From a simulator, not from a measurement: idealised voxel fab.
process module | voxel transistor to metal
cross-section cut | 205 nm wide | cells 5 nm
A cross-section is a grid of square cells, given in bands from the top down. A band is one or more rows of cells.
Each band's line starts with the height of the band's top and of its bottom, in nm. Then come its materials from left to right, each with its width in nm. One material with "throughout" fills the band from edge to edge. "air" is empty space.
Height 0 is the level under which the wafer as received is all one material. The lowest band goes on downwards, as in "0 down".
A width such as "30 to 40" changes by the same amount from each row of cells to the next, from the band's top row to its bottom row.
"no change" after a step means that no cell of the cross-section changed.
closed voids: empty space of 8 cells or more with no open way to the top, each as width x height at its distance from the left edge, in nm
after a step's settings: what the simulator itself notes on the step
overlay nm, on a step with a mask: how far to the right of its planned place the mask lay; to the left if negative
plan
1 op RECEIVE | material Si
2 op OXIDIZE | depth nm 5
3 op CONFORMAL_DEP | material SiN | thk nm 15
4 op DIRECTIONAL_DEP | material aC | thk nm 10
5 op PATTERN | tone cover | mask id ACTIVE | material resist | width nm 105 | thk nm 30 | overlay nm 0
6 op DIRECTIONAL_ETCH | etch materials aC | depth nm 10
7 op STRIP | etch materials resist
8 op DIRECTIONAL_ETCH | etch materials SiN | depth nm 15
9 op DIRECTIONAL_ETCH | etch materials SiO2 | depth nm 5
10 op DIRECTIONAL_ETCH | etch materials Si | depth nm 35
11 op STRIP | etch materials aC
12 op FILL_DEP | material SiO2 | thk nm 15
13 op CMP | height nm 15
14 op SELECTIVE_ETCH | etch materials SiO2 | depth nm 5
15 op STRIP | etch materials SiN
16 op SELECTIVE_ETCH | etch materials SiO2 | depth nm 5
17 op OXIDIZE | depth nm 5
18 op DIRECTIONAL_DEP | material polySi | thk nm 25
19 op DIRECTIONAL_DEP | material SiCN | thk nm 15
20 op MASKED_ETCH | tone cover | mask id GATE | width nm 25 | etch materials SiCN | depth nm 25 | overlay nm 0
21 op MASKED_ETCH | tone cover | mask id GATE | width nm 25 | etch materials polySi | depth nm 35 | overlay nm 0
22 op CONFORMAL_DEP | material SiN | thk nm 5
23 op DIRECTIONAL_ETCH | etch materials SiN | depth nm 5
24 op DIRECTIONAL_ETCH | etch materials SiO2 | depth nm 5
25 op EPI | material SiGe | thk nm 5
26 op FILL_DEP | material SiO2 | thk nm 5
27 op CMP | height nm 35
28 op DIRECTIONAL_DEP | material SiO2 | thk nm 10
29 op MASKED_ETCH | tone open | mask id CONTACT | width nm 30 | pitch nm 65 | etch materials SiO2 | depth nm 50 | overlay nm 0
30 op CONFORMAL_DEP | material TiN | thk nm 5
31 op FILL_DEP | material W | thk nm 5
32 op CMP | height nm 45
33 op DIRECTIONAL_DEP | material TiN | thk nm 5
34 op DIRECTIONAL_DEP | material W | thk nm 25
35 op MASKED_ETCH | tone cover | mask id METAL_1 | width nm 15 | pitch nm 80 | etch materials W | depth nm 25 | overlay nm 0
36 op MASKED_ETCH | tone cover | mask id METAL_1 | width nm 15 | pitch nm 80 | etch materials TiN | depth nm 5 | overlay nm 0
37 op FILL_DEP | material lowk | thk nm 5
38 op CMP | height nm 75
39 op CONFORMAL_DEP | material SiCN | thk nm 5
40 op DIRECTIONAL_DEP | material lowk | thk nm 25
41 op DIRECTIONAL_DEP | material aC | thk nm 15
42 op PATTERN | tone open | mask id METAL_2 | material resist | width nm 15 | pitch nm 80 | thk nm 30 | overlay nm 0
43 op DIRECTIONAL_ETCH | etch materials aC | depth nm 15
44 op STRIP | etch materials resist
45 op DIRECTIONAL_ETCH | etch materials lowk | depth nm 15
46 op STRIP | etch materials aC
47 op DIRECTIONAL_DEP | material aC | thk nm 10
48 op PATTERN | tone open | mask id METAL_2_HOLES | material resist | width nm 15 | pitch nm 80 | thk nm 30 | overlay nm 0
49 op DIRECTIONAL_ETCH | etch materials aC | depth nm 10
50 op STRIP | etch materials resist
51 op DIRECTIONAL_ETCH | etch materials lowk | depth nm 10
52 op DIRECTIONAL_ETCH | etch materials SiCN | depth nm 5
53 op STRIP | etch materials aC
54 op CONFORMAL_DEP | material TiN | thk nm 5
55 op FILL_DEP | material Cu | thk nm 5
56 op CMP | height nm 105
57 op CONFORMAL_DEP | material SiCN | thk nm 5
as received, after step 1
  0 down: Si throughout
  closed voids: none
first wafer at the end, as planned
  110 to 105: SiCN throughout
  105 to 80: lowk 55 | TiN 5 | Cu 5 | TiN 5 | lowk 65 | TiN 5 | Cu 5 | TiN 5 | lowk 55
  80 to 75: SiCN 55 | TiN 15 | SiCN 65 | TiN 15 | SiCN 55
  75 to 50: lowk 55 | W 15 | lowk 65 | W 15 | lowk 55
  50 to 45: lowk 55 | TiN 15 | lowk 65 | TiN 15 | lowk 55
  45 to 35: SiO2 55 | TiN 5 | W 20 | TiN 5 | SiO2 35 | TiN 5 | W 20 | TiN 5 | SiO2 55
  35 to 20: SiO2 55 | TiN 5 | W 20 | TiN 5 | SiN 5 | SiCN 25 | SiN 5 | TiN 5 | W 20 | TiN 5 | SiO2 55
  20 to 5: SiO2 55 | TiN 5 | W 20 | TiN 5 | SiN 5 | polySi 25 | SiN 5 | TiN 5 | W 20 | TiN 5 | SiO2 55
  5 to 0: SiO2 45 | SiN 5 | SiO2 5 | TiN 5 | W 20 | TiN 5 | SiN 5 | polySi 25 | SiN 5 | TiN 5 | W 20 | TiN 5 | SiO2 5 | SiN 5 | SiO2 45
  0 to -5: SiO2 45 | SiN 5 | SiO2 5 | TiN 30 | SiN 5 | polySi 25 | SiN 5 | TiN 30 | SiO2 5 | SiN 5 | SiO2 45
  -5 to -10: SiO2 50 | SiGe 35 | SiO2 35 | SiGe 35 | SiO2 50
  -10 to -40: SiO2 50 | Si 105 | SiO2 50
  -40 down: Si throughout
  closed voids: none
second wafer at the end: like start, like plan, one mistake
  110 to 105: SiCN throughout
  105 to 80: lowk 55 | TiN 5 | Cu 5 | TiN 5 | lowk 65 | TiN 5 | Cu 5 | TiN 5 | lowk 55
  80 to 75: SiCN 55 | TiN 15 | SiCN 65 | TiN 15 | SiCN 55
  75 to 50: lowk 55 | W 15 | lowk 65 | W 15 | lowk 55
  50 to 45: lowk 55 | TiN 15 | lowk 65 | TiN 15 | lowk 55
  45 to 35: SiO2 55 | TiN 5 | W 20 | TiN 5 | SiO2 35 | TiN 5 | W 20 | TiN 5 | SiO2 55
  35 to 30: SiCN 45 | SiN 5 | SiO2 5 | TiN 5 | W 20 | TiN 5 | SiN 5 | SiCN 25 | SiN 5 | TiN 5 | W 20 | TiN 5 | SiO2 5 | SiN 5 | SiCN 45
  30 to 25: polySi 45 | SiN 5 | SiO2 5 | TiN 30 | SiN 5 | SiCN 25 | SiN 5 | TiN 30 | SiO2 5 | SiN 5 | polySi 45
  25 to 20: polySi 45 | SiCN 115 | polySi 45
  20 to 5: polySi throughout
  5 to -5: SiO2 45 | polySi 115 | SiO2 45
  -5 to -10: SiO2 throughout
  -10 to -40: SiO2 50 | Si 105 | SiO2 50
  -40 down: Si throughout
  closed voids: none
what went wrong: step 19 was run twice
at the end the second wafer has, in cells: 36 more of SiCN | 14 fewer of SiGe | 12 fewer of SiN | 118 fewer of SiO2 | 24 fewer of TiN | 48 fewer of W | 180 more of polySi
